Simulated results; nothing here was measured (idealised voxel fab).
voxel self aligned vias: a process module
Shown is cross-section cut, with a width of 210 nm and square cells of size 5 nm.
Just so we're on the same page, the cross-sections are grids of square cells, and they're listed out in bands top to bottom, each band one or more rows deep.
Heights first: top, then bottom, in nm. Then materials, left to right, each with a width in nm. "full width" on a single material: fills the band edge to edge. "empty": empty space.
We count height from 0. Below that, the starting wafer is all one material. The lowest band never ends at the bottom but goes on down; see "0 -> down" for how that is written.
Top row gets the first number, bottom row gets the second, and each row in between changes by the same step: that is how a band width like "30 to 40" works.
"nothing different", as given for a step, is the statement that not any cell of the cross-section underwent a change during that step.
"Sealed void inventory" - sealed voids, min. 8 cells, no opening to top; format: width x height at distance (distance from left edge; nm throughout).
Note: text after step settings on the step line = simulator remark on that step.
You can add "overlay nm" to a step's line. For a step with a mask, it describes how far the mask lay to the right of its planned position, and a negative number describes a lay to the left.

-- Set out below are the planned steps of the process
1,RECEIVE: material Si
2,CONFORMAL_DEP: material SiO2, thk nm 10
3,CONFORMAL_DEP: material SiCN, thk nm 5
4,DIRECTIONAL_DEP: material SiO2, thk nm 30
5,DIRECTIONAL_DEP: material aC, thk nm 10
6,PATTERN: tone open, mask id LINES, material resist, width nm 25, pitch nm 55, thk nm 25, overlay nm 0
7,DIRECTIONAL_ETCH: etch materials aC, depth nm 10
8,STRIP: etch materials resist
9,DIRECTIONAL_ETCH: etch materials SiO2, depth nm 30
10,STRIP: etch materials aC
11,CONFORMAL_DEP: material TiN, thk nm 5
12,FILL_DEP: material Ru, thk nm 5
13,CMP: height nm 45
14,SELECTIVE_ETCH: etch materials W Ru TiN, depth nm 10
15,FILL_DEP: material SiN, thk nm 5
16,CMP: height nm 45
17,DIRECTIONAL_DEP: material SiO2, thk nm 15
18,PATTERN: tone open, mask id VIAS, material resist, width nm 35, thk nm 15, overlay nm 0
19,DIRECTIONAL_ETCH: etch materials SiO2, depth nm 15
20,DIRECTIONAL_ETCH: etch materials SiN, depth nm 10
21,STRIP: etch materials resist
22,CONFORMAL_DEP: material TiN, thk nm 5
23,FILL_DEP: material W, thk nm 10
24,CMP: height nm 60
25,CONFORMAL_DEP: material SiN, thk nm 5

-- This is the cross-section of the wafer as we received it, i.e. after step 1
- 0 -> down | Si full width
- Sealed void inventory: none

-- Here's the cross-section of the first of our two wafers at the end of the module - it ran as planned
- 65 -> 60 | SiN full width
- 60 -> 50 | 60 nm SiO2  5 nm TiN  25 nm W  5 nm TiN  115 nm SiO2
- 50 -> 45 | 60 nm SiO2  10 nm TiN  15 nm W  10 nm TiN  115 nm SiO2
- 45 -> 40 | 65 nm SiO2  5 nm TiN  15 nm W  5 nm TiN  30 nm SiO2  25 nm SiN  65 nm SiO2
- 40 -> 35 | 65 nm SiO2  25 nm TiN  30 nm SiO2  25 nm SiN  65 nm SiO2
- 35 -> 20 | 65 nm SiO2  5 nm TiN  15 nm Ru  5 nm TiN  30 nm SiO2  5 nm TiN  15 nm Ru  5 nm TiN  65 nm SiO2
- 20 -> 15 | 65 nm SiO2  25 nm TiN  30 nm SiO2  25 nm TiN  65 nm SiO2
- 15 -> 10 | SiCN full width
- 10 -> 0 | SiO2 full width
- 0 -> down | Si full width
- Sealed void inventory: none

-- Module end: cross-section of wafer two of two. Same start and process plan as the first wafer. One mistake during execution
- 65 -> 60 | SiN full width
- 60 -> 50 | 70 nm SiO2  5 nm TiN  25 nm W  5 nm TiN  105 nm SiO2
- 50 -> 45 | 70 nm SiO2  5 nm TiN  10 nm W  20 nm TiN  105 nm SiO2
- 45 -> 40 | 65 nm SiO2  5 nm SiN  5 nm TiN  10 nm W  5 nm TiN  30 nm SiO2  25 nm SiN  65 nm SiO2
- 40 -> 35 | 65 nm SiO2  5 nm SiN  20 nm TiN  30 nm SiO2  25 nm SiN  65 nm SiO2
- 35 -> 20 | 65 nm SiO2  5 nm TiN  15 nm Ru  5 nm TiN  30 nm SiO2  5 nm TiN  15 nm Ru  5 nm TiN  65 nm SiO2
- 20 -> 15 | 65 nm SiO2  25 nm TiN  30 nm SiO2  25 nm TiN  65 nm SiO2
- 15 -> 10 | SiCN full width
- 10 -> 0 | SiO2 full width
- 0 -> down | Si full width
- Sealed void inventory: none
What went wrong in running the wafer? off-plan run, step 18, actual operation and settings PATTERN: tone open, mask id VIAS, material resist, width nm 35, thk nm 15, overlay nm 10
Final difference in cells, second wafer against first, listed per material as more or fewer: +2 SiN | -2 W
